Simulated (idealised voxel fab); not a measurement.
Module name: voxel air gaps (process module)
This is section cut - it's 260 nm across, gridded in 5 nm square cells.
In what follows, cross-sections appear as grids of square cells, described through bands that run from the top down, where every band is one or more rows of cells. Heights first: top, then bottom, in nm. Then materials, left to right, each with a width in nm. "edge to edge" on a single material: fills the band edge to edge. "blank": empty space. Heights from 0 (as-received wafer is one material below). Bottom band endless downward, as "0..down". The width entry "30 to 40" should be interpreted row by row: the top row of cells in the band takes the first number, the bottom row takes the second number, and the change between adjacent rows is uniform throughout. "remained the same" for a step: no cell of the cross-section changed in that step. If an empty space has no open way to the top and is at least 8 cells in size, "Closed void register" lists it, written width x height at distance, where distance is measured from the left edge and every value is in nm. Post-settings text on a step line: simulator's own remark regarding the step. The line of a step may include "overlay nm". On a step with a mask, this value is how far to the right of its planned place the mask lay. A negative value means the mask lay to the left.
Here's what the planned process steps look like
1) RECEIVE,material Si
2) CONFORMAL_DEP,material SiO2,thk nm 10
3) CONFORMAL_DEP,material SiCN,thk nm 5
4) DIRECTIONAL_DEP,material SiO2,thk nm 35
5) DIRECTIONAL_DEP,material aC,thk nm 15
6) PATTERN,tone open,mask id LINES,material resist,width nm 25,pitch nm 50,thk nm 35,overlay nm 0
7) DIRECTIONAL_ETCH,etch materials aC,depth nm 15
8) STRIP,etch materials resist
9) DIRECTIONAL_ETCH,etch materials SiO2,depth nm 35
10) STRIP,etch materials aC
11) CONFORMAL_DEP,material TiN,thk nm 5
12) FILL_DEP,material W,thk nm 10
13) CMP,height nm 50
14) EPI,material Ru,thk nm 10
15) SELECTIVE_ETCH,etch materials SiO2,depth nm 45
16) CONFORMAL_DEP,material SiCN,thk nm 5
Here's what the wafer looked like in cross-section when it arrived - that's after step 1
    0..down = Si edge to edge
    Closed void register: none
End-of-module XS, first of two wafers, run as planned
    65..60 = 25 blank / 205 SiCN / 30 blank
    60..50 = 25 blank / 5 SiCN / 45 Ru / 5 SiCN / 45 Ru / 5 SiCN / 45 Ru / 5 SiCN / 45 Ru / 5 SiCN / 30 blank
    50..45 = 25 blank / 15 SiCN / 5 TiN / 15 W / 5 TiN / 25 SiCN / 5 TiN / 15 W / 5 TiN / 25 SiCN / 5 TiN / 15 W / 5 TiN / 25 SiCN / 5 TiN / 15 W / 5 TiN / 15 SiCN / 30 blank
    45..20 = 35 blank / 5 SiCN / 5 TiN / 15 W / 5 TiN / 5 SiCN / 15 blank / 5 SiCN / 5 TiN / 15 W / 5 TiN / 5 SiCN / 15 blank / 5 SiCN / 5 TiN / 15 W / 5 TiN / 5 SiCN / 15 blank / 5 SiCN / 5 TiN / 15 W / 5 TiN / 5 SiCN / 40 blank
    20..15 = 40 SiCN / 25 TiN / 25 SiCN / 25 TiN / 25 SiCN / 25 TiN / 25 SiCN / 25 TiN / 45 SiCN
    15..10 = SiCN edge to edge
    10..0 = SiO2 edge to edge
    0..down = Si edge to edge
    Closed void register: 15 x 25 at 70; 15 x 25 at 120; 15 x 25 at 170
Here's the second of our two wafers sectioned at module end. Same start as the first, same plan, but one mistake got made running it
    65..60 = 25 blank / 205 SiCN / 30 blank
    60..50 = 25 blank / 5 SiCN / 45 Ru / 5 SiCN / 45 Ru / 5 SiCN / 45 Ru / 5 SiCN / 45 Ru / 5 SiCN / 30 blank
    50..20 = 25 blank / 5 SiCN / 10 Ru / 5 TiN / 15 W / 5 TiN / 10 Ru / 5 SiCN / 10 Ru / 5 TiN / 15 W / 5 TiN / 10 Ru / 5 SiCN / 10 Ru / 5 TiN / 15 W / 5 TiN / 10 Ru / 5 SiCN / 10 Ru / 5 TiN / 15 W / 5 TiN / 10 Ru / 5 SiCN / 30 blank
    20..15 = 30 SiCN / 10 Ru / 25 TiN / 10 Ru / 5 SiCN / 10 Ru / 25 TiN / 10 Ru / 5 SiCN / 10 Ru / 25 TiN / 10 Ru / 5 SiCN / 10 Ru / 25 TiN / 10 Ru / 35 SiCN
    15..10 = SiCN edge to edge
    10..0 = SiO2 edge to edge
    0..down = Si edge to edge
    Closed void register: none
What was the processing mistake? steps 14 and 15 of the plan were each performed in the slot designated for the other
Count the cells at the end and the second wafer has more or fewer of some materials than the first: Ru: 112 more, SiCN: 47 fewer
The closed voids present at the end amount to 3 for the first wafer and 0 for the second wafer.
